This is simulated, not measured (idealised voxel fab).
Process module heading - voxel transistor to metal
cross-section cut | 185 nm wide | cells 5 nm
Cross-section layout: square cells on a grid; listed as bands, top to bottom; a band spans one or more cell rows.
In this notation a band is specified by the heights of its top and bottom, in that order and in nm, after which its materials appear from left to right, each paired with its width in nm. The word "everywhere" attached to a single material means that material fills the band from edge to edge; the word "blank" stands for empty space.
Below 0: as-received wafer, all one material; heights counted from there. Lowest band: no bottom, goes on down, written "from 0 down".
Note: "30->40" means the width goes from the first number (top row of the band) to the second number (bottom row) in equal steps per row of cells.
Where a step carries "all unchanged", the cross-section came out of it unchanged, cell for cell.
The entry titled "Sealed voids" provides the empty spaces that have no open way to the top, restricted to those of 8 cells or more. Each is presented as width x height at distance, the distance being measured from the left edge, with all three in nm.
after a step's settings: what the simulator itself notes on the step
overlay nm: mask right of planned place by this much (step with mask). Neg. = left.

The planned process steps are enumerated hereunder:
1) RECEIVE | material Si
2) OXIDIZE | depth nm 5
3) CONFORMAL_DEP | material SiN | thk nm 15
4) DIRECTIONAL_DEP | material aC | thk nm 10
5) PATTERN | tone cover | mask id ACTIVE | material resist | width nm 105 | thk nm 30 | overlay nm 0
6) DIRECTIONAL_ETCH | etch materials aC | depth nm 10
7) STRIP | etch materials resist
8) DIRECTIONAL_ETCH | etch materials SiN | depth nm 15
9) DIRECTIONAL_ETCH | etch materials SiO2 | depth nm 5
10) DIRECTIONAL_ETCH | etch materials Si | depth nm 35
11) STRIP | etch materials aC
12) FILL_DEP | material SiO2 | thk nm 10
13) CMP | height nm 15
14) SELECTIVE_ETCH | etch materials SiO2 | depth nm 10
15) STRIP | etch materials SiN
16) SELECTIVE_ETCH | etch materials SiO2 | depth nm 5
17) OXIDIZE | depth nm 5
18) DIRECTIONAL_DEP | material polySi | thk nm 20
19) DIRECTIONAL_DEP | material SiCN | thk nm 10
20) MASKED_ETCH | tone cover | mask id GATE | width nm 25 | etch materials SiCN | depth nm 20 | overlay nm 0
21) MASKED_ETCH | tone cover | mask id GATE | width nm 25 | etch materials polySi | depth nm 30 | overlay nm 0
22) CONFORMAL_DEP | material SiN | thk nm 5
23) DIRECTIONAL_ETCH | etch materials SiN | depth nm 5
24) DIRECTIONAL_ETCH | etch materials SiO2 | depth nm 5
25) DIRECTIONAL_ETCH | etch materials Si | depth nm 10
26) EPI | material pSi | thk nm 10
27) FILL_DEP | material SiO2 | thk nm 10
28) CMP | height nm 25
29) DIRECTIONAL_DEP | material SiO2 | thk nm 10
30) PATTERN | tone open | mask id CONTACT | material resist | width nm 30 | pitch nm 65 | thk nm 15 | overlay nm 0
31) DIRECTIONAL_ETCH | etch materials SiO2 | depth nm 45
32) STRIP | etch materials resist
33) CONFORMAL_DEP | material TiN | thk nm 5
34) FILL_DEP | material Ru | thk nm 10
35) CMP | height nm 35
36) DIRECTIONAL_DEP | material TiN | thk nm 5
37) DIRECTIONAL_DEP | material W | thk nm 20
38) DIRECTIONAL_DEP | material aC | thk nm 15
39) PATTERN | tone cover | mask id METAL_1 | material resist | width nm 15 | pitch nm 80 | thk nm 35 | overlay nm 0
40) DIRECTIONAL_ETCH | etch materials aC | depth nm 15
41) STRIP | etch materials resist
42) DIRECTIONAL_ETCH | etch materials W | depth nm 20
43) DIRECTIONAL_ETCH | etch materials TiN | depth nm 5
44) STRIP | etch materials aC
45) FILL_DEP | material SiO2 | thk nm 10
46) CMP | height nm 60
47) CONFORMAL_DEP | material SiCN | thk nm 5
48) DIRECTIONAL_DEP | material lowk | thk nm 30
49) DIRECTIONAL_DEP | material aC | thk nm 10
50) PATTERN | tone open | mask id METAL_2 | material resist | width nm 15 | pitch nm 80 | thk nm 25 | overlay nm 0
51) DIRECTIONAL_ETCH | etch materials aC | depth nm 10
52) STRIP | etch materials resist
53) DIRECTIONAL_ETCH | etch materials lowk | depth nm 15
54) STRIP | etch materials aC
55) DIRECTIONAL_DEP | material aC | thk nm 10
56) PATTERN | tone open | mask id METAL_2_HOLES | material resist | width nm 15 | pitch nm 80 | thk nm 25 | overlay nm 0
57) DIRECTIONAL_ETCH | etch materials aC | depth nm 10
58) STRIP | etch materials resist
59) DIRECTIONAL_ETCH | etch materials lowk | depth nm 15
60) DIRECTIONAL_ETCH | etch materials SiCN | depth nm 5
61) STRIP | etch materials aC
62) CONFORMAL_DEP | material TiN | thk nm 5
63) FILL_DEP | material Cu | thk nm 10
64) CMP | height nm 95
65) CONFORMAL_DEP | material SiCN | thk nm 5

The cross-section here shows the wafer as received, i.e. in its state after step 1:
- from 0 down | Si everywhere
- Sealed voids: none

First wafer of two, sectioned at end of module; run went per plan:
- from 100 to 95 | SiCN everywhere
- from 95 to 65 | lowk=45; TiN=5; Cu=5; TiN=5; lowk=65; TiN=5; Cu=5; TiN=5; lowk=45
- from 65 to 60 | SiCN=45; TiN=15; SiCN=65; TiN=15; SiCN=45
- from 60 to 40 | SiO2=45; W=15; SiO2=65; W=15; SiO2=45
- from 40 to 35 | SiO2=45; TiN=15; SiO2=65; TiN=15; SiO2=45
- from 35 to 25 | SiO2=45; TiN=5; Ru=20; TiN=5; SiO2=35; TiN=5; Ru=20; TiN=5; SiO2=45
- from 25 to 15 | SiO2=45; TiN=5; Ru=20; TiN=5; SiN=5; SiCN=25; SiN=5; TiN=5; Ru=20; TiN=5; SiO2=45
- from 15 to 5 | SiO2=45; TiN=5; Ru=20; TiN=5; SiN=5; polySi=25; SiN=5; TiN=5; Ru=20; TiN=5; SiO2=45
- from 5 to 0 | SiO2=45; TiN=5; Ru=10; TiN=15; SiN=5; polySi=25; SiN=5; TiN=15; Ru=10; TiN=5; SiO2=45
- from 0 to -5 | SiO2=35; SiN=5; SiO2=5; TiN=5; Ru=10; TiN=5; pSi=10; SiN=5; polySi=25; SiN=5; pSi=10; TiN=5; Ru=10; TiN=5; SiO2=5; SiN=5; SiO2=35
- from -5 to -10 | SiO2=45; TiN=20; pSi=10; SiO2=35; pSi=10; TiN=20; SiO2=45
- from -10 to -20 | SiO2=40; pSi=35; Si=35; pSi=35; SiO2=40
- from -20 to -40 | SiO2=40; Si=105; SiO2=40
- from -40 down | Si everywhere
- Sealed voids: none

Module end: cross-section of wafer two of two. Same start and process plan as the first wafer. One mistake during execution:
- from 100 to 95 | SiCN everywhere
- from 95 to 65 | lowk=45; TiN=5; Cu=5; TiN=5; lowk=65; TiN=5; Cu=5; TiN=5; lowk=45
- from 65 to 60 | SiCN=45; TiN=15; SiCN=65; TiN=15; SiCN=45
- from 60 to 40 | SiO2=45; W=15; SiO2=65; W=15; SiO2=45
- from 40 to 35 | SiO2=45; TiN=15; SiO2=65; TiN=15; SiO2=45
- from 35 to 30 | Ru=40; TiN=5; SiO2=30; TiN=5; Ru=25; TiN=5; SiO2=30; TiN=5; Ru=40
- from 30 to 25 | Ru=40; TiN=5; SiO2=30; TiN=35; SiO2=30; TiN=5; Ru=40
- from 25 to 15 | Ru=40; TiN=5; SiO2=30; SiN=5; SiCN=25; SiN=5; SiO2=30; TiN=5; Ru=40
- from 15 to 5 | Ru=40; TiN=5; SiO2=30; SiN=5; polySi=25; SiN=5; SiO2=30; TiN=5; Ru=40
- from 5 to 0 | Ru=30; TiN=15; SiO2=30; SiN=5; polySi=25; SiN=5; SiO2=30; TiN=15; Ru=30
- from 0 to -5 | Ru=30; TiN=5; SiN=5; TiN=5; SiO2=20; pSi=10; SiN=5; polySi=25; SiN=5; pSi=10; SiO2=20; TiN=5; SiN=5; TiN=5; Ru=30
- from -5 to -10 | TiN=35; SiO2=5; TiN=5; SiO2=20; pSi=10; SiO2=35; pSi=10; SiO2=20; TiN=5; SiO2=5; TiN=35
- from -10 to -20 | SiO2=40; pSi=35; Si=35; pSi=35; SiO2=40
- from -20 to -40 | SiO2=40; Si=105; SiO2=40
- from -40 down | Si everywhere
- Sealed voids: none
Against the plan, the run slipped here: step 30 off recipe, ran as PATTERN | tone cover | mask id CONTACT | material resist | width nm 30 | pitch nm 65 | thk nm 15 | overlay nm 0
The second wafer ends with more or fewer cells of some materials than the first, per final count: Ru: 69 more; SiO2: 72 fewer; TiN: 3 more
